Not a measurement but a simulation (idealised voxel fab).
Process module heading - voxel transistor to metal
The cross-section on display is named cut; it measures 185 nm wide, and its cells are 5 nm squares.
Just so we're on the same page, the cross-sections are grids of square cells, and they're listed out in bands top to bottom, each band one or more rows deep.
Quick guide to a band line: top height, bottom height (nm) up front; then every material left to right with its width in nm. Only one material and it's marked "throughout"? Then it fills the band edge to edge. And "empty" just means empty space.
Heads up on the height convention: 0 is the point under which the incoming wafer is all one material, and the lowest band has no bottom, it just keeps going down, like "0 down".
A two-number width, for instance "30..40", indicates that the width is equal to the first number in the top row of the band and to the second number in the bottom row, and that it changes by a constant amount per row of cells.
Key: "nothing was modified" - step with no changed cell in the cross-section.
What "Closed cavities" gives you is every empty space of 8 cells or more that is cut off from the top. Each appears as width x height at distance, with the distance taken from the left edge and width, height and distance all in nm.
Past the settings on a step's line: simulator remark, on that step.
A step's line can hold "overlay nm"; with a mask on that step, the setting says how far right of the planned place the mask lay, while a negative setting says it lay to the left.
Heads up before you read on: it's before/after pairs around one process step each, after side only down to the lowest band that changed, step plus settings under the pair. Pairs can be from different runs of this module, same starting wafer, so only chain a pair onto the one above if its "Geometry before processing" entry says so.
### Geometry before processing
    25 to 15: empty 40  aC 105  empty 40
    15 to 0: empty 40  SiN 105  empty 40
    0 down: Si throughout
    Closed cavities: none
### Cut View, Post-Step
    25 to 15: empty 40  aC 105  empty 40
    15 to 0: empty 40  SiN 105  empty 40
    0 to -35: empty 40  Si 105  empty 40
    Beneath the level -35, the cross-section is identical to its previous state.
    Closed cavities: none
Relating the two cross-sections above, the step in between is DIRECTIONAL_ETCH (etch materials Si; depth nm 35)
Geometry before processing: the state before this step is the cross-section shown after the step in the pair just above.
### Cut View, Post-Step
    15 to 0: empty 40  SiN 105  empty 40
    Beneath the level 0, the cross-section is identical to its previous state.
    Closed cavities: none
Relating the two cross-sections above, the step in between is STRIP (etch materials aC)
Geometry before processing: the state before this step is the cross-section shown after the step in the pair just above.
### Cut View, Post-Step
    15 to 0: empty 40  SiN 105  empty 40
    0 to -35: empty 40  SiO2 5  Si 95  SiO2 5  empty 40
    -35 to -40: SiO2 45  Si 95  SiO2 45
    Beneath the level -40, the cross-section is identical to its previous state.
    Closed cavities: none
Relating the two cross-sections above, the step in between is OXIDIZE (depth nm 5)
Geometry before processing: the state before this step is the cross-section shown after the step in the pair just above.
### Cut View, Post-Step
    20 to 15: SiO2 throughout
    15 to 0: SiO2 40  SiN 105  SiO2 40
    0 to -40: SiO2 45  Si 95  SiO2 45
    Beneath the level -40, the cross-section is identical to its previous state.
    Closed cavities: none
Relating the two cross-sections above, the step in between is FILL_DEP (material SiO2; thk nm 5)
Geometry before processing: the state before this step is the cross-section shown after the step in the pair just above.
### Cut View, Post-Step
    15 to 10: empty 40  SiN 105  empty 40
    Beneath the level 10, the cross-section is identical to its previous state.
    Closed cavities: none
Relating the two cross-sections above, the step in between is SELECTIVE_ETCH (etch materials SiO2; depth nm 10)
Geometry before processing: the state before this step is the cross-section shown after the step in the pair just above.
### Cut View, Post-Step
    10 to 0: SiO2 40  empty 105  SiO2 40
    Beneath the level 0, the cross-section is identical to its previous state.
    Closed cavities: none
Relating the two cross-sections above, the step in between is STRIP (etch materials SiN)
Geometry before processing: the state before this step is the cross-section shown after the step in the pair just above.
### Cut View, Post-Step
    5 to 0: SiO2 35  empty 115  SiO2 35
    0 to -5: SiO2 35  empty 10  Si 95  empty 10  SiO2 35
    Beneath the level -5, the cross-section is identical to its previous state.
    Closed cavities: none
Relating the two cross-sections above, the step in between is SELECTIVE_ETCH (etch materials SiO2; depth nm 5)
Geometry before processing: the state before this step is the cross-section shown after the step in the pair just above.
### Cut View, Post-Step
    5 to 0: SiO2 35  empty 115  SiO2 35
    0 to -5: SiO2 35  empty 10  SiO2 95  empty 10  SiO2 35
    -5 to -10: SiO2 50  Si 85  SiO2 50
    Beneath the level -10, the cross-section is identical to its previous state.
    Closed cavities: none
Relating the two cross-sections above, the step in between is OXIDIZE (depth nm 5)
Geometry before processing: the state before this step is the cross-section shown after the step in the pair just above.
### Cut View, Post-Step
    30 to 25: polySi 35  empty 115  polySi 35
    25 to 20: polySi 35  empty 10  polySi 95  empty 10  polySi 35
    20 to 5: polySi throughout
    5 to 0: SiO2 35  polySi 115  SiO2 35
    0 to -5: SiO2 35  polySi 10  SiO2 95  polySi 10  SiO2 35
    Beneath the level -5, the cross-section is identical to its previous state.
    Closed cavities: none
Relating the two cross-sections above, the step in between is DIRECTIONAL_DEP (material polySi; thk nm 25)
Geometry before processing: the state before this step is the cross-section shown after the step in the pair just above.
### Cut View, Post-Step
    40 to 35: SiCN 35  empty 115  SiCN 35
    35 to 30: SiCN 35  empty 10  SiCN 95  empty 10  SiCN 35
    30 to 25: polySi 35  SiCN 115  polySi 35
    25 to 20: polySi 35  SiCN 10  polySi 95  SiCN 10  polySi 35
    Beneath the level 20, the cross-section is identical to its previous state.
    Closed cavities: none
Relating the two cross-sections above, the step in between is DIRECTIONAL_DEP (material SiCN; thk nm 10)
Geometry before processing: the state before this step is the cross-section shown after the step in the pair just above.
### Cut View, Post-Step
    55 to 50: aC 35  empty 115  aC 35
    50 to 45: aC 35  empty 10  aC 95  empty 10  aC 35
    45 to 40: aC throughout
    40 to 35: SiCN 35  aC 115  SiCN 35
    35 to 30: SiCN 35  aC 10  SiCN 95  aC 10  SiCN 35
    Beneath the level 30, the cross-section is identical to its previous state.
    Closed cavities: none
Relating the two cross-sections above, the step in between is DIRECTIONAL_DEP (material aC; thk nm 15)
Geometry before processing: the state before this step is the cross-section shown after the step in the pair just above.
### Cut View, Post-Step
    90 to 55: empty 75  resist 35  empty 75
    55 to 50: aC 35  empty 40  resist 35  empty 40  aC 35
    Beneath the level 50, the cross-section is identical to its previous state.
    Closed cavities: none
Relating the two cross-sections above, the step in between is PATTERN (tone cover; mask id GATE; material resist; width nm 35; thk nm 35; overlay nm 0)
Geometry before processing: the state before this step is the cross-section shown after the step in the pair just above.
### Cut View, Post-Step
    75 to 50: empty 75  resist 35  empty 75
    50 to 40: empty 75  aC 35  empty 75
    40 to 35: SiCN 35  empty 40  aC 35  empty 40  SiCN 35
    35 to 30: SiCN 35  empty 10  SiCN 95  empty 10  SiCN 35
    Beneath the level 30, the cross-section is identical to its previous state.
    Closed cavities: none
Relating the two cross-sections above, the step in between is DIRECTIONAL_ETCH (etch materials aC; depth nm 15)
Geometry before processing: the state before this step is the cross-section shown after the step in the pair just above.
### Cut View, Post-Step
    50 to 40: empty 75  aC 35  empty 75
    Beneath the level 40, the cross-section is identical to its previous state.
    Closed cavities: none
Relating the two cross-sections above, the step in between is STRIP (etch materials resist)
Geometry before processing: the state before this step is the cross-section shown after the step in the pair just above.
### Cut View, Post-Step
    50 to 35: empty 75  aC 35  empty 75
    35 to 30: empty 75  SiCN 35  empty 75
    30 to 25: polySi 35  empty 40  SiCN 35  empty 40  polySi 35
    25 to 20: polySi 35  empty 10  polySi 95  empty 10  polySi 35
    Beneath the level 20, the cross-section is identical to its previous state.
    Closed cavities: none
Relating the two cross-sections above, the step in between is DIRECTIONAL_ETCH (etch materials SiCN; depth nm 20)
Geometry before processing: the state before this step is the cross-section shown after the step in the pair just above.
### Cut View, Post-Step
    50 to 35: empty 75  aC 35  empty 75
    35 to 25: empty 75  SiCN 35  empty 75
    25 to 5: empty 75  polySi 35  empty 75
    5 to 0: SiO2 35  empty 40  polySi 35  empty 40  SiO2 35
    0 to -5: SiO2 35  empty 10  SiO2 95  empty 10  SiO2 35
    Beneath the level -5, the cross-section is identical to its previous state.
    Closed cavities: none
Relating the two cross-sections above, the step in between is DIRECTIONAL_ETCH (etch materials polySi; depth nm 35)
Geometry before processing: the state before this step is the cross-section shown after the step in the pair just above.
### Cut View, Post-Step
    35 to 25: empty 75  SiCN 35  empty 75
    Beneath the level 25, the cross-section is identical to its previous state.
    Closed cavities: none
Relating the two cross-sections above, the step in between is STRIP (etch materials aC)
Geometry before processing: the state before this step is the cross-section shown after the step in the pair just above.
### Cut View, Post-Step
    45 to 35: empty 65  SiN 55  empty 65
    35 to 25: empty 65  SiN 10  SiCN 35  SiN 10  empty 65
    25 to 15: empty 65  SiN 10  polySi 35  SiN 10  empty 65
    15 to 10: SiN 45  empty 20  SiN 10  polySi 35  SiN 10  empty 20  SiN 45
    10 to 5: SiN 75  polySi 35  SiN 75
    5 to 0: SiO2 35  SiN 40  polySi 35  SiN 40  SiO2 35
    0 to -5: SiO2 35  SiN 10  SiO2 95  SiN 10  SiO2 35
    Beneath the level -5, the cross-section is identical to its previous state.
    Closed cavities: none
Relating the two cross-sections above, the step in between is CONFORMAL_DEP (material SiN; thk nm 10)
Geometry before processing: the state before this step is the cross-section shown after the step in the pair just above.
### Cut View, Post-Step
    35 to 25: empty 65  SiN 10  SiCN 35  SiN 10  empty 65
    25 to 5: empty 65  SiN 10  polySi 35  SiN 10  empty 65
    5 to 0: SiO2 35  SiN 10  empty 20  SiN 10  polySi 35  SiN 10  empty 20  SiN 10  SiO2 35
    Beneath the level 0, the cross-section is identical to its previous state.
    Closed cavities: none
Relating the two cross-sections above, the step in between is DIRECTIONAL_ETCH (etch materials SiN; depth nm 10)
Geometry before processing: the state before this step is the cross-section shown after the step in the pair just above.
### Cut View, Post-Step
    35 to 25: empty 65  SiN 10  SiCN 35  SiN 10  empty 65
    25 to 5: empty 65  SiN 10  polySi 35  SiN 10  empty 65
    5 to 0: empty 35  SiN 10  empty 20  SiN 10  polySi 35  SiN 10  empty 20  SiN 10  empty 35
    0 to -5: SiO2 35  SiN 10  empty 20  SiO2 55  empty 20  SiN 10  SiO2 35
    Beneath the level -5, the cross-section is identical to its previous state.
    Closed cavities: none
Relating the two cross-sections above, the step in between is DIRECTIONAL_ETCH (etch materials SiO2; depth nm 5)
Geometry before processing: the state before this step is the cross-section shown after the step in the pair just above.
### Cut View, Post-Step
    35 to 25: empty 65  SiN 10  SiCN 35  SiN 10  empty 65
    25 to 5: empty 65  SiN 10  polySi 35  SiN 10  empty 65
    5 to 0: empty 35  SiN 10  empty 20  SiN 10  polySi 35  SiN 10  empty 20  SiN 10  empty 35
    0 to -5: SiO2 35  SiN 10  empty 20  SiO2 55  empty 20  SiN 10  SiO2 35
    -5 to -10: SiO2 50  empty 15  Si 55  empty 15  SiO2 50
    Beneath the level -10, the cross-section is identical to its previous state.
    Closed cavities: none
Relating the two cross-sections above, the step in between is DIRECTIONAL_ETCH (etch materials Si; depth nm 5)
Geometry before processing: the state before this step is the cross-section shown after the step in the pair just above.
### Cut View, Post-Step
    35 to 25: empty 65  SiN 10  SiCN 35  SiN 10  empty 65
    25 to 5: empty 65  SiN 10  polySi 35  SiN 10  empty 65
    5 to 0: empty 35  SiN 10  empty 10  SiGe 10  SiN 10  polySi 35  SiN 10  SiGe 10  empty 10  SiN 10  empty 35
    0 to -5: SiO2 35  SiN 10  SiGe 20  SiO2 55  SiGe 20  SiN 10  SiO2 35
    -5 to -10: SiO2 50  SiGe 15  Si 55  SiGe 15  SiO2 50
    Beneath the level -10, the cross-section is identical to its previous state.
    Closed cavities: none
Relating the two cross-sections above, the step in between is EPI (material SiGe; thk nm 10)
Geometry before processing: the state before this step is the cross-section shown after the step in the pair just above.
### Cut View, Post-Step
    40 to 35: SiO2 throughout
    35 to 25: SiO2 65  SiN 10  SiCN 35  SiN 10  SiO2 65
    25 to 5: SiO2 65  SiN 10  polySi 35  SiN 10  SiO2 65
    5 to 0: SiO2 35  SiN 10  SiO2 10  SiGe 10  SiN 10  polySi 35  SiN 10  SiGe 10  SiO2 10  SiN 10  SiO2 35
    Beneath the level 0, the cross-section is identical to its previous state.
    Closed cavities: none
Relating the two cross-sections above, the step in between is FILL_DEP (material SiO2; thk nm 5)
Geometry before processing: the state before this step is the cross-section shown after the step in the pair just above.
### Cut View, Post-Step
    25 to 5: SiO2 65  SiN 10  polySi 35  SiN 10  SiO2 65
    Beneath the level 5, the cross-section is identical to its previous state.
    Closed cavities: none
Relating the two cross-sections above, the step in between is CMP (height nm 25)
Geometry before processing: the state before this step is the cross-section shown after the step in the pair just above.
### Cut View, Post-Step
    25 to 5: SiO2 65  SiN 10  empty 35  SiN 10  SiO2 65
    5 to 0: SiO2 35  SiN 10  SiO2 10  SiGe 10  SiN 10  empty 35  SiN 10  SiGe 10  SiO2 10  SiN 10  SiO2 35
    Beneath the level 0, the cross-section is identical to its previous state.
    Closed cavities: none
Relating the two cross-sections above, the step in between is STRIP (etch materials polySi)
Geometry before processing: the state before this step is the cross-section shown after the step in the pair just above.
### Cut View, Post-Step
    25 to 20: empty 65  SiN 10  empty 35  SiN 10  empty 65
    20 to 5: SiO2 65  SiN 10  empty 35  SiN 10  SiO2 65
    5 to 0: SiO2 35  SiN 10  SiO2 10  SiGe 10  SiN 10  empty 35  SiN 10  SiGe 10  SiO2 10  SiN 10  SiO2 35
    0 to -5: SiO2 35  SiN 10  SiGe 20  SiO2 5  empty 45  SiO2 5  SiGe 20  SiN 10  SiO2 35
    Beneath the level -5, the cross-section is identical to its previous state.
    Closed cavities: none
Relating the two cross-sections above, the step in between is SELECTIVE_ETCH (etch materials SiO2; depth nm 5)
Geometry before processing: the state before this step is the cross-section shown after the step in the pair just above.
### Cut View, Post-Step
    30 to 25: empty 60  HfO2 20  empty 25  HfO2 20  empty 60
    25 to 20: HfO2 65  SiN 10  HfO2 5  empty 25  HfO2 5  SiN 10  HfO2 65
    20 to 5: SiO2 65  SiN 10  HfO2 5  empty 25  HfO2 5  SiN 10  SiO2 65
    5 to 0: SiO2 35  SiN 10  SiO2 10  SiGe 10  SiN 10  HfO2 5  empty 25  HfO2 5  SiN 10  SiGe 10  SiO2 10  SiN 10  SiO2 35
    0 to -5: SiO2 35  SiN 10  SiGe 20  SiO2 5  HfO2 45  SiO2 5  SiGe 20  SiN 10  SiO2 35
    Beneath the level -5, the cross-section is identical to its previous state.
    Closed cavities: none
Relating the two cross-sections above, the step in between is CONFORMAL_DEP (material HfO2; thk nm 5)
Geometry before processing: the state before this step is the cross-section shown after the step in the pair just above.
### Cut View, Post-Step
    35 to 30: empty 55  TiN 30  empty 15  TiN 30  empty 55
    30 to 25: TiN 60  HfO2 20  TiN 5  empty 15  TiN 5  HfO2 20  TiN 60
    25 to 20: HfO2 65  SiN 10  HfO2 5  TiN 5  empty 15  TiN 5  HfO2 5  SiN 10  HfO2 65
    20 to 5: SiO2 65  SiN 10  HfO2 5  TiN 5  empty 15  TiN 5  HfO2 5  SiN 10  SiO2 65
    5 to 0: SiO2 35  SiN 10  SiO2 10  SiGe 10  SiN 10  HfO2 5  TiN 25  HfO2 5  SiN 10  SiGe 10  SiO2 10  SiN 10  SiO2 35
    Beneath the level 0, the cross-section is identical to its previous state.
    Closed cavities: none
Relating the two cross-sections above, the step in between is CONFORMAL_DEP (material TiN; thk nm 5)
Geometry before processing: the state before this step is the cross-section shown after the step in the pair just above.
### Cut View, Post-Step
    40 to 35: W throughout
    35 to 30: W 55  TiN 30  W 15  TiN 30  W 55
    30 to 25: TiN 60  HfO2 20  TiN 5  W 15  TiN 5  HfO2 20  TiN 60
    25 to 20: HfO2 65  SiN 10  HfO2 5  TiN 5  W 15  TiN 5  HfO2 5  SiN 10  HfO2 65
    20 to 5: SiO2 65  SiN 10  HfO2 5  TiN 5  W 15  TiN 5  HfO2 5  SiN 10  SiO2 65
    Beneath the level 5, the cross-section is identical to its previous state.
    Closed cavities: none
Relating the two cross-sections above, the step in between is FILL_DEP (material W; thk nm 5)
Geometry before processing: the state before this step is the cross-section shown after the step in the pair just above.
### Cut View, Post-Step
    20 to 5: SiO2 65  SiN 10  HfO2 5  TiN 5  W 15  TiN 5  HfO2 5  SiN 10  SiO2 65
    Beneath the level 5, the cross-section is identical to its previous state.
    Closed cavities: none
Relating the two cross-sections above, the step in between is CMP (height nm 20)
Geometry before processing: the state before this step is the cross-section shown after the step in the pair just above.
### Cut View, Post-Step
    30 to 20: SiO2 throughout
    Beneath the level 20, the cross-section is identical to its previous state.
    Closed cavities: none
Relating the two cross-sections above, the step in between is DIRECTIONAL_DEP (material SiO2; thk nm 10)
Geometry before processing: the state before this step is the cross-section shown after the step in the pair just above.
### Cut View, Post-Step
    45 to 30: aC throughout
    Beneath the level 30, the cross-section is identical to its previous state.
    Closed cavities: none
Relating the two cross-sections above, the step in between is DIRECTIONAL_DEP (material aC; thk nm 15)
Geometry before processing: the state before this step is the cross-section shown after the step in the pair just above.
### Cut View, Post-Step
    75 to 45: resist 45  empty 15  resist 65  empty 15  resist 45
    Beneath the level 45, the cross-section is identical to its previous state.
    Closed cavities: none
Relating the two cross-sections above, the step in between is PATTERN (tone open; mask id CONTACT; material resist; width nm 15; pitch nm 80; thk nm 30; overlay nm 0)
Geometry before processing: the state before this step is the cross-section shown after the step in the pair just above.
### Cut View, Post-Step
    60 to 45: resist 45  empty 15  resist 65  empty 15  resist 45
    45 to 30: aC 45  empty 15  aC 65  empty 15  aC 45
    Beneath the level 30, the cross-section is identical to its previous state.
    Closed cavities: none
Relating the two cross-sections above, the step in between is DIRECTIONAL_ETCH (etch materials aC; depth nm 15)
Geometry before processing: the state before this step is the cross-section shown after the step in the pair just above.
### Cut View, Post-Step
    45 to 30: aC 45  empty 15  aC 65  empty 15  aC 45
    Beneath the level 30, the cross-section is identical to its previous state.
    Closed cavities: none
Relating the two cross-sections above, the step in between is STRIP (etch materials resist)
Geometry before processing: the state before this step is the cross-section shown after the step in the pair just above.
### Cut View, Post-Step
    45 to 30: aC 45  empty 15  aC 65  empty 15  aC 45
    30 to 20: SiO2 45  empty 15  SiO2 65  empty 15  SiO2 45
    20 to 5: SiO2 45  empty 15  SiO2 5  SiN 10  HfO2 5  TiN 5  W 15  TiN 5  HfO2 5  SiN 10  SiO2 5  empty 15  SiO2 45
    5 to 0: SiO2 35  SiN 10  empty 10  SiGe 10  SiN 10  HfO2 5  TiN 25  HfO2 5  SiN 10  SiGe 10  empty 10  SiN 10  SiO2 35
    Beneath the level 0, the cross-section is identical to its previous state.
    Closed cavities: none
Relating the two cross-sections above, the step in between is DIRECTIONAL_ETCH (etch materials SiO2; depth nm 30)
Geometry before processing: the state before this step is the cross-section shown after the step in the pair just above.
### Cut View, Post-Step
    30 to 20: SiO2 45  empty 15  SiO2 65  empty 15  SiO2 45
    Beneath the level 20, the cross-section is identical to its previous state.
    Closed cavities: none
Relating the two cross-sections above, the step in between is STRIP (etch materials aC)
Geometry before processing: the state before this step is the cross-section shown after the step in the pair just above.
### Cut View, Post-Step
    35 to 30: TiN 50  empty 5  TiN 75  empty 5  TiN 50
    30 to 20: SiO2 45  TiN 5  empty 5  TiN 5  SiO2 65  TiN 5  empty 5  TiN 5  SiO2 45
    20 to 10: SiO2 45  TiN 5  empty 5  TiN 5  SiO2 5  SiN 10  HfO2 5  TiN 5  W 15  TiN 5  HfO2 5  SiN 10  SiO2 5  TiN 5  empty 5  TiN 5  SiO2 45
    10 to 5: SiO2 45  TiN 15  SiO2 5  SiN 10  HfO2 5  TiN 5  W 15  TiN 5  HfO2 5  SiN 10  SiO2 5  TiN 15  SiO2 45
    5 to 0: SiO2 35  SiN 10  TiN 10  SiGe 10  SiN 10  HfO2 5  TiN 25  HfO2 5  SiN 10  SiGe 10  TiN 10  SiN 10  SiO2 35
    Beneath the level 0, the cross-section is identical to its previous state.
    Closed cavities: none
Relating the two cross-sections above, the step in between is CONFORMAL_DEP (material TiN; thk nm 5)
Geometry before processing: the state before this step is the cross-section shown after the step in the pair just above.
### Cut View, Post-Step
    40 to 35: Ru throughout
    35 to 30: TiN 50  Ru 5  TiN 75  Ru 5  TiN 50
    30 to 20: SiO2 45  TiN 5  Ru 5  TiN 5  SiO2 65  TiN 5  Ru 5  TiN 5  SiO2 45
    20 to 10: SiO2 45  TiN 5  Ru 5  TiN 5  SiO2 5  SiN 10  HfO2 5  TiN 5  W 15  TiN 5  HfO2 5  SiN 10  SiO2 5  TiN 5  Ru 5  TiN 5  SiO2 45
    Beneath the level 10, the cross-section is identical to its previous state.
    Closed cavities: none
Relating the two cross-sections above, the step in between is FILL_DEP (material Ru; thk nm 5)
Geometry before processing: the state before this step is the cross-section shown after the step in the pair just above.
### Cut View, Post-Step
    30 to 20: SiO2 45  TiN 5  Ru 5  TiN 5  SiO2 65  TiN 5  Ru 5  TiN 5  SiO2 45
    Beneath the level 20, the cross-section is identical to its previous state.
    Closed cavities: none
Relating the two cross-sections above, the step in between is CMP (height nm 30)
Geometry before processing: the state before this step is the cross-section shown after the step in the pair just above.
### Cut View, Post-Step
    35 to 30: TiN throughout
    Beneath the level 30, the cross-section is identical to its previous state.
    Closed cavities: none
Relating the two cross-sections above, the step in between is DIRECTIONAL_DEP (material TiN; thk nm 5)
Geometry before processing: the state before this step is the cross-section shown after the step in the pair just above.
### Cut View, Post-Step
    55 to 35: W throughout
    Beneath the level 35, the cross-section is identical to its previous state.
    Closed cavities: none
Relating the two cross-sections above, the step in between is DIRECTIONAL_DEP (material W; thk nm 20)
Geometry before processing: the state before this step is the cross-section shown after the step in the pair just above.
### Cut View, Post-Step
    70 to 55: empty 45  resist 15  empty 65  resist 15  empty 45
    Beneath the level 55, the cross-section is identical to its previous state.
    Closed cavities: none
Relating the two cross-sections above, the step in between is PATTERN (tone cover; mask id METAL_1; material resist; width nm 15; pitch nm 80; thk nm 15; overlay nm 0)
Geometry before processing: the state before this step is the cross-section shown after the step in the pair just above.
### Cut View, Post-Step
    70 to 55: empty 45  resist 15  empty 65  resist 15  empty 45
    55 to 35: empty 45  W 15  empty 65  W 15  empty 45
    Beneath the level 35, the cross-section is identical to its previous state.
    Closed cavities: none
Relating the two cross-sections above, the step in between is DIRECTIONAL_ETCH (etch materials W; depth nm 20)
Geometry before processing: the state before this step is the cross-section shown after the step in the pair just above.
### Cut View, Post-Step
    70 to 55: empty 45  resist 15  empty 65  resist 15  empty 45
    55 to 35: empty 45  W 15  empty 65  W 15  empty 45
    35 to 30: empty 45  TiN 15  empty 65  TiN 15  empty 45
    Beneath the level 30, the cross-section is identical to its previous state.
    Closed cavities: none
Relating the two cross-sections above, the step in between is DIRECTIONAL_ETCH (etch materials TiN; depth nm 5)
Geometry before processing: the state before this step is the cross-section shown after the step in the pair just above.
### Cut View, Post-Step
    55 to 35: empty 45  W 15  empty 65  W 15  empty 45
    Beneath the level 35, the cross-section is identical to its previous state.
    Closed cavities: none
Relating the two cross-sections above, the step in between is STRIP (etch materials resist)
Geometry before processing: the state before this step is the cross-section shown after the step in the pair just above.
### Cut View, Post-Step
    65 to 55: SiO2 throughout
    55 to 35: SiO2 45  W 15  SiO2 65  W 15  SiO2 45
    35 to 30: SiO2 45  TiN 15  SiO2 65  TiN 15  SiO2 45
    Beneath the level 30, the cross-section is identical to its previous state.
    Closed cavities: none
Relating the two cross-sections above, the step in between is FILL_DEP (material SiO2; thk nm 10)
Geometry before processing: the state before this step is the cross-section shown after the step in the pair just above.
### Cut View, Post-Step
    55 to 35: SiO2 45  W 15  SiO2 65  W 15  SiO2 45
    Beneath the level 35, the cross-section is identical to its previous state.
    Closed cavities: none
Relating the two cross-sections above, the step in between is CMP (height nm 55)
Geometry before processing: the state before this step is the cross-section shown after the step in the pair just above.
### Cut View, Post-Step
    60 to 55: SiCN throughout
    Beneath the level 55, the cross-section is identical to its previous state.
    Closed cavities: none
Relating the two cross-sections above, the step in between is CONFORMAL_DEP (material SiCN; thk nm 5)
Geometry before processing: the state before this step is the cross-section shown after the step in the pair just above.
### Cut View, Post-Step
    90 to 60: lowk throughout
    Beneath the level 60, the cross-section is identical to its previous state.
    Closed cavities: none
Relating the two cross-sections above, the step in between is DIRECTIONAL_DEP (material lowk; thk nm 30)
Geometry before processing: the state before this step is the cross-section shown after the step in the pair just above.
### Cut View, Post-Step
    90 to 70: lowk 45  empty 15  lowk 65  empty 15  lowk 45
    Beneath the level 70, the cross-section is identical to its previous state.
    Closed cavities: none
Relating the two cross-sections above, the step in between is MASKED_ETCH (tone open; mask id METAL_2; width nm 15; pitch nm 80; etch materials lowk; depth nm 20; overlay nm 0)
Geometry before processing: the state before this step is the cross-section shown after the step in the pair just above.
### Cut View, Post-Step
    90 to 60: lowk 45  empty 15  lowk 65  empty 15  lowk 45
    Beneath the level 60, the cross-section is identical to its previous state.
    Closed cavities: none
Relating the two cross-sections above, the step in between is MASKED_ETCH (tone open; mask id METAL_2_HOLES; width nm 15; pitch nm 80; etch materials lowk; depth nm 10; overlay nm 0)
Geometry before processing: the state before this step is the cross-section shown after the step in the pair just above.
### Cut View, Post-Step
    90 to 60: lowk 45  empty 15  lowk 65  empty 15  lowk 45
    60 to 55: SiCN 45  empty 15  SiCN 65  empty 15  SiCN 45
    Beneath the level 55, the cross-section is identical to its previous state.
    Closed cavities: none
Relating the two cross-sections above, the step in between is MASKED_ETCH (tone open; mask id METAL_2_HOLES; width nm 15; pitch nm 80; etch materials SiCN; depth nm 5; overlay nm 0)
Geometry before processing: the state before this step is the cross-section shown after the step in the pair just above.
### Cut View, Post-Step
    95 to 90: TiN 50  empty 5  TiN 75  empty 5  TiN 50
    90 to 60: lowk 45  TiN 5  empty 5  TiN 5  lowk 65  TiN 5  empty 5  TiN 5  lowk 45
    60 to 55: SiCN 45  TiN 15  SiCN 65  TiN 15  SiCN 45
    Beneath the level 55, the cross-section is identical to its previous state.
    Closed cavities: none
Relating the two cross-sections above, the step in between is CONFORMAL_DEP (material TiN; thk nm 5)
Geometry before processing: the state before this step is the cross-section shown after the step in the pair just above.
### Cut View, Post-Step
    105 to 95: Cu throughout
    95 to 90: TiN 50  Cu 5  TiN 75  Cu 5  TiN 50
    90 to 60: lowk 45  TiN 5  Cu 5  TiN 5  lowk 65  TiN 5  Cu 5  TiN 5  lowk 45
    Beneath the level 60, the cross-section is identical to its previous state.
    Closed cavities: none
Relating the two cross-sections above, the step in between is FILL_DEP (material Cu; thk nm 10)
Geometry before processing: the state before this step is the cross-section shown after the step in the pair just above.
### Cut View, Post-Step
    90 to 60: lowk 45  TiN 5  Cu 5  TiN 5  lowk 65  TiN 5  Cu 5  TiN 5  lowk 45
    Beneath the level 60, the cross-section is identical to its previous state.
    Closed cavities: none
Relating the two cross-sections above, the step in between is CMP (height nm 90)
Geometry before processing: the state before this step is the cross-section shown after the step in the pair just above.
### Cut View, Post-Step
    95 to 90: SiN throughout
    Beneath the level 90, the cross-section is identical to its previous state.
    Closed cavities: none
Relating the two cross-sections above, the step in between is CONFORMAL_DEP (material SiN; thk nm 5)
### Geometry before processing
    90 to 60: lowk throughout
    60 to 55: SiCN throughout
    55 to 35: SiO2 45  W 15  SiO2 65  W 15  SiO2 45
    35 to 30: SiO2 45  TiN 15  SiO2 65  TiN 15  SiO2 45
    30 to 20: SiO2 45  TiN 5  Ru 5  TiN 5  SiO2 65  TiN 5  Ru 5  TiN 5  SiO2 45
    20 to 10: SiO2 45  TiN 5  Ru 5  TiN 5  SiO2 5  SiN 10  HfO2 5  TiN 5  W 15  TiN 5  HfO2 5  SiN 10  SiO2 5  TiN 5  Ru 5  TiN 5  SiO2 45
    10 to 5: SiO2 45  TiN 15  SiO2 5  SiN 10  HfO2 5  TiN 5  W 15  TiN 5  HfO2 5  SiN 10  SiO2 5  TiN 15  SiO2 45
    5 to 0: SiO2 35  SiN 10  TiN 10  SiGe 10  SiN 10  HfO2 5  TiN 25  HfO2 5  SiN 10  SiGe 10  TiN 10  SiN 10  SiO2 35
    0 to -5: SiO2 45  SiGe 20  SiO2 5  HfO2 45  SiO2 5  SiGe 20  SiO2 45
    -5 to -10: SiO2 45  SiGe 20  Si 55  SiGe 20  SiO2 45
    -10 to -40: SiO2 45  Si 95  SiO2 45
    -40 down: Si throughout
    Closed cavities: none
### Cut View, Post-Step
    120 to 60: lowk throughout
    Beneath the level 60, the cross-section is identical to its previous state.
    Closed cavities: none
Relating the two cross-sections above, the step in between is DIRECTIONAL_DEP (material lowk; thk nm 30)
Geometry before processing: the state before this step is the cross-section shown after the step in the pair just above.
### Cut View, Post-Step
    120 to 100: lowk 45  empty 15  lowk 65  empty 15  lowk 45
    Beneath the level 100, the cross-section is identical to its previous state.
    Closed cavities: none
Relating the two cross-sections above, the step in between is MASKED_ETCH (tone open; mask id METAL_2; width nm 15; pitch nm 80; etch materials lowk; depth nm 20; overlay nm 0)
Geometry before processing: the state before this step is the cross-section shown after the step in the pair just above.
### Cut View, Post-Step
    120 to 90: lowk 45  empty 15  lowk 65  empty 15  lowk 45
    Beneath the level 90, the cross-section is identical to its previous state.
    Closed cavities: none
Relating the two cross-sections above, the step in between is MASKED_ETCH (tone open; mask id METAL_2_HOLES; width nm 15; pitch nm 80; etch materials lowk; depth nm 10; overlay nm 0)
Geometry before processing: the state before this step is the cross-section shown after the step in the pair just above.
### Cut View, Post-Step
    125 to 120: TiN 50  empty 5  TiN 75  empty 5  TiN 50
    120 to 95: lowk 45  TiN 5  empty 5  TiN 5  lowk 65  TiN 5  empty 5  TiN 5  lowk 45
    95 to 90: lowk 45  TiN 15  lowk 65  TiN 15  lowk 45
    Beneath the level 90, the cross-section is identical to its previous state.
    Closed cavities: none
Relating the two cross-sections above, the step in between is CONFORMAL_DEP (material TiN; thk nm 5)
Geometry before processing: the state before this step is the cross-section shown after the step in the pair just above.
### Cut View, Post-Step
    135 to 125: Cu throughout
    125 to 120: TiN 50  Cu 5  TiN 75  Cu 5  TiN 50
    120 to 95: lowk 45  TiN 5  Cu 5  TiN 5  lowk 65  TiN 5  Cu 5  TiN 5  lowk 45
    Beneath the level 95, the cross-section is identical to its previous state.
    Closed cavities: none
Relating the two cross-sections above, the step in between is FILL_DEP (material Cu; thk nm 10)
Geometry before processing: the state before this step is the cross-section shown after the step in the pair just above.
### Cut View, Post-Step
    90 to 60: lowk throughout
    Beneath the level 60, the cross-section is identical to its previous state.
    Closed cavities: none
Relating the two cross-sections above, the step in between is CMP (height nm 90)
Geometry before processing: the state before this step is the cross-section shown after the step in the pair just above.
### Cut View, Post-Step
    95 to 90: SiN throughout
    Beneath the level 90, the cross-section is identical to its previous state.
    Closed cavities: none
Relating the two cross-sections above, the step in between is CONFORMAL_DEP (material SiN; thk nm 5)
